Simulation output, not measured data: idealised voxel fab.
Name of the process module below: voxel self aligned vias
Xsec cut, 180 nm wide, square cell size 5 nm.
Cross-section = grid of square cells, listed top down in bands; band = one or more rows.
Each band's line starts with the height of the band's top and of its bottom, in nm. Then come its materials from left to right, each with its width in nm. One material with "throughout" fills the band from edge to edge. "air" is empty space.
The level at which height equals 0 is the one under which the wafer, as it arrives, is entirely one material. No lower edge exists for the bottom band, which continues downward and is notated as in "0 nm and below".
The notation "30 to 40" denotes a width that varies across the rows of cells in the band, beginning at the first number in the top row, finishing at the second number in the bottom row, and changing by an identical amount from each row to the next.
Where a step carries "remained the same", the cross-section came out of it unchanged, cell for cell.
Enclosed voids (no open way to top), threshold 8 cells or more, entry "Cavities, closed", notation width x height at distance, distance from left edge, nm.
On each step's line, the part that comes after the settings is the simulator's own comment on the step.
The line of a step may include "overlay nm". On a step with a mask, this value is how far to the right of its planned place the mask lay. A negative value means the mask lay to the left.

## Set out below are the planned steps of the process
1. RECEIVE,material Si
2. CONFORMAL_DEP,material SiO2,thk nm 10
3. CONFORMAL_DEP,material SiCN,thk nm 5
4. DIRECTIONAL_DEP,material lowk,thk nm 20
5. MASKED_ETCH,tone open,mask id LINES,width nm 25,pitch nm 65,etch materials lowk,depth nm 20,overlay nm 0
6. CONFORMAL_DEP,material TiN,thk nm 5
7. FILL_DEP,material W,thk nm 5
8. CMP,height nm 35
9. SELECTIVE_ETCH,etch materials W Ru TiN,depth nm 10
10. FILL_DEP,material SiN,thk nm 5
11. CMP,height nm 35
12. DIRECTIONAL_DEP,material lowk,thk nm 15
13. MASKED_ETCH,tone open,mask id VIAS,width nm 35,etch materials lowk,depth nm 15,overlay nm 0
14. MASKED_ETCH,tone open,mask id VIAS,width nm 35,etch materials SiN,depth nm 10,overlay nm 0
15. CONFORMAL_DEP,material TiN,thk nm 5
16. FILL_DEP,material W,thk nm 5
17. CMP,height nm 50
18. CONFORMAL_DEP,material SiN,thk nm 5

## First of the two wafers, run per plan

## Cross-section of the wafer upon arrival, representing the state reached after step 1
	0 nm and below | Si throughout
	Cavities, closed: none

## Once step 2 is through, the wafer looks like this in cross-section
	10 nm to 0 nm | SiO2 throughout
	Beneath the level 0, the cross-section is identical to its previous state.

## Once step 3 is through, the wafer looks like this in cross-section
	15 nm to 10 nm | SiCN throughout
	Beneath the level 10, the cross-section is identical to its previous state.

## Once step 4 is through, the wafer looks like this in cross-section
	35 nm to 15 nm | lowk throughout
	Beneath the level 15, the cross-section is identical to its previous state.

## Once step 5 is through, the wafer looks like this in cross-section
	35 nm to 15 nm | 45 nm lowk, then 25 nm air, then 40 nm lowk, then 25 nm air, then 45 nm lowk
	Beneath the level 15, the cross-section is identical to its previous state.

## Once step 6 is through, the wafer looks like this in cross-section
	40 nm to 35 nm | 50 nm TiN, then 15 nm air, then 50 nm TiN, then 15 nm air, then 50 nm TiN
	35 nm to 20 nm | 45 nm lowk, then 5 nm TiN, then 15 nm air, then 5 nm TiN, then 40 nm lowk, then 5 nm TiN, then 15 nm air, then 5 nm TiN, then 45 nm lowk
	20 nm to 15 nm | 45 nm lowk, then 25 nm TiN, then 40 nm lowk, then 25 nm TiN, then 45 nm lowk
	Beneath the level 15, the cross-section is identical to its previous state.

## Once step 7 is through, the wafer looks like this in cross-section
	45 nm to 40 nm | W throughout
	40 nm to 35 nm | 50 nm TiN, then 15 nm W, then 50 nm TiN, then 15 nm W, then 50 nm TiN
	35 nm to 20 nm | 45 nm lowk, then 5 nm TiN, then 15 nm W, then 5 nm TiN, then 40 nm lowk, then 5 nm TiN, then 15 nm W, then 5 nm TiN, then 45 nm lowk
	Beneath the level 20, the cross-section is identical to its previous state.

## Once step 8 is through, the wafer looks like this in cross-section
	35 nm to 20 nm | 45 nm lowk, then 5 nm TiN, then 15 nm W, then 5 nm TiN, then 40 nm lowk, then 5 nm TiN, then 15 nm W, then 5 nm TiN, then 45 nm lowk
	Beneath the level 20, the cross-section is identical to its previous state.

## Once step 9 is through, the wafer looks like this in cross-section
	35 nm to 25 nm | 45 nm lowk, then 25 nm air, then 40 nm lowk, then 25 nm air, then 45 nm lowk
	Beneath the level 25, the cross-section is identical to its previous state.

## Once step 10 is through, the wafer looks like this in cross-section
	40 nm to 35 nm | SiN throughout
	35 nm to 25 nm | 45 nm lowk, then 25 nm SiN, then 40 nm lowk, then 25 nm SiN, then 45 nm lowk
	Beneath the level 25, the cross-section is identical to its previous state.

## Once step 11 is through, the wafer looks like this in cross-section
	35 nm to 25 nm | 45 nm lowk, then 25 nm SiN, then 40 nm lowk, then 25 nm SiN, then 45 nm lowk
	Beneath the level 25, the cross-section is identical to its previous state.

## Once step 12 is through, the wafer looks like this in cross-section
	50 nm to 35 nm | lowk throughout
	Beneath the level 35, the cross-section is identical to its previous state.

## Once step 13 is through, the wafer looks like this in cross-section
	50 nm to 35 nm | 40 nm lowk, then 35 nm air, then 105 nm lowk
	Beneath the level 35, the cross-section is identical to its previous state.

## Once step 14 is through, the wafer looks like this in cross-section
	50 nm to 35 nm | 40 nm lowk, then 35 nm air, then 105 nm lowk
	35 nm to 25 nm | 45 nm lowk, then 25 nm air, then 40 nm lowk, then 25 nm SiN, then 45 nm lowk
	Beneath the level 25, the cross-section is identical to its previous state.

## Once step 15 is through, the wafer looks like this in cross-section
	55 nm to 50 nm | 45 nm TiN, then 25 nm air, then 110 nm TiN
	50 nm to 40 nm | 40 nm lowk, then 5 nm TiN, then 25 nm air, then 5 nm TiN, then 105 nm lowk
	40 nm to 35 nm | 40 nm lowk, then 10 nm TiN, then 15 nm air, then 10 nm TiN, then 105 nm lowk
	35 nm to 30 nm | 45 nm lowk, then 5 nm TiN, then 15 nm air, then 5 nm TiN, then 40 nm lowk, then 25 nm SiN, then 45 nm lowk
	30 nm to 25 nm | 45 nm lowk, then 25 nm TiN, then 40 nm lowk, then 25 nm SiN, then 45 nm lowk
	Beneath the level 25, the cross-section is identical to its previous state.

## Once step 16 is through, the wafer looks like this in cross-section
	60 nm to 55 nm | W throughout
	55 nm to 50 nm | 45 nm TiN, then 25 nm W, then 110 nm TiN
	50 nm to 40 nm | 40 nm lowk, then 5 nm TiN, then 25 nm W, then 5 nm TiN, then 105 nm lowk
	40 nm to 35 nm | 40 nm lowk, then 10 nm TiN, then 15 nm W, then 10 nm TiN, then 105 nm lowk
	35 nm to 30 nm | 45 nm lowk, then 5 nm TiN, then 15 nm W, then 5 nm TiN, then 40 nm lowk, then 25 nm SiN, then 45 nm lowk
	Beneath the level 30, the cross-section is identical to its previous state.

## Once step 17 is through, the wafer looks like this in cross-section
	50 nm to 40 nm | 40 nm lowk, then 5 nm TiN, then 25 nm W, then 5 nm TiN, then 105 nm lowk
	Beneath the level 40, the cross-section is identical to its previous state.

## Once step 18 is through, the wafer looks like this in cross-section
	55 nm to 50 nm | SiN throughout
	Beneath the level 50, the cross-section is identical to its previous state.

## Wafer two. Same start, same plan, one slip in execution. Same as wafer one through step 12, inclusive

## Second wafer profile in section, at the moment step 13 of the plan was meant to be complete
	50 nm to 35 nm | 50 nm lowk, then 35 nm air, then 95 nm lowk
	Beneath the level 35, the cross-section is identical to its previous state.

## Second wafer profile in section, at the moment step 14 of the plan was meant to be complete
	50 nm to 35 nm | 50 nm lowk, then 35 nm air, then 95 nm lowk
	35 nm to 25 nm | 45 nm lowk, then 5 nm SiN, then 20 nm air, then 40 nm lowk, then 25 nm SiN, then 45 nm lowk
	Beneath the level 25, the cross-section is identical to its previous state.

## Second wafer profile in section, at the moment step 15 of the plan was meant to be complete
	55 nm to 50 nm | 55 nm TiN, then 25 nm air, then 100 nm TiN
	50 nm to 40 nm | 50 nm lowk, then 5 nm TiN, then 25 nm air, then 5 nm TiN, then 95 nm lowk
	40 nm to 35 nm | 50 nm lowk, then 5 nm TiN, then 10 nm air, then 20 nm TiN, then 95 nm lowk
	35 nm to 30 nm | 45 nm lowk, then 5 nm SiN, then 5 nm TiN, then 10 nm air, then 5 nm TiN, then 40 nm lowk, then 25 nm SiN, then 45 nm lowk
	30 nm to 25 nm | 45 nm lowk, then 5 nm SiN, then 20 nm TiN, then 40 nm lowk, then 25 nm SiN, then 45 nm lowk
	Beneath the level 25, the cross-section is identical to its previous state.

## Second wafer profile in section, at the moment step 16 of the plan was meant to be complete
	60 nm to 55 nm | W throughout
	55 nm to 50 nm | 55 nm TiN, then 25 nm W, then 100 nm TiN
	50 nm to 40 nm | 50 nm lowk, then 5 nm TiN, then 25 nm W, then 5 nm TiN, then 95 nm lowk
	40 nm to 35 nm | 50 nm lowk, then 5 nm TiN, then 10 nm W, then 20 nm TiN, then 95 nm lowk
	35 nm to 30 nm | 45 nm lowk, then 5 nm SiN, then 5 nm TiN, then 10 nm W, then 5 nm TiN, then 40 nm lowk, then 25 nm SiN, then 45 nm lowk
	Beneath the level 30, the cross-section is identical to its previous state.

## Second wafer profile in section, at the moment step 17 of the plan was meant to be complete
	50 nm to 40 nm | 50 nm lowk, then 5 nm TiN, then 25 nm W, then 5 nm TiN, then 95 nm lowk
	Beneath the level 40, the cross-section is identical to its previous state.

## Second wafer profile in section, at the moment step 18 of the plan was meant to be complete
	55 nm to 50 nm | SiN throughout
	Beneath the level 50, the cross-section is identical to its previous state.
Heads up, the wafer didn't run the way we planned it: it should be noted that step 13 was executed with settings other than those planned, the operation and settings actually applied being MASKED_ETCH,tone open,mask id VIAS,width nm 35,etch materials lowk,depth nm 15,overlay nm 10
In the final state, the cell counts of the second wafer exceed or fall short of those of the first for the following materials: +2 SiN, -2 W
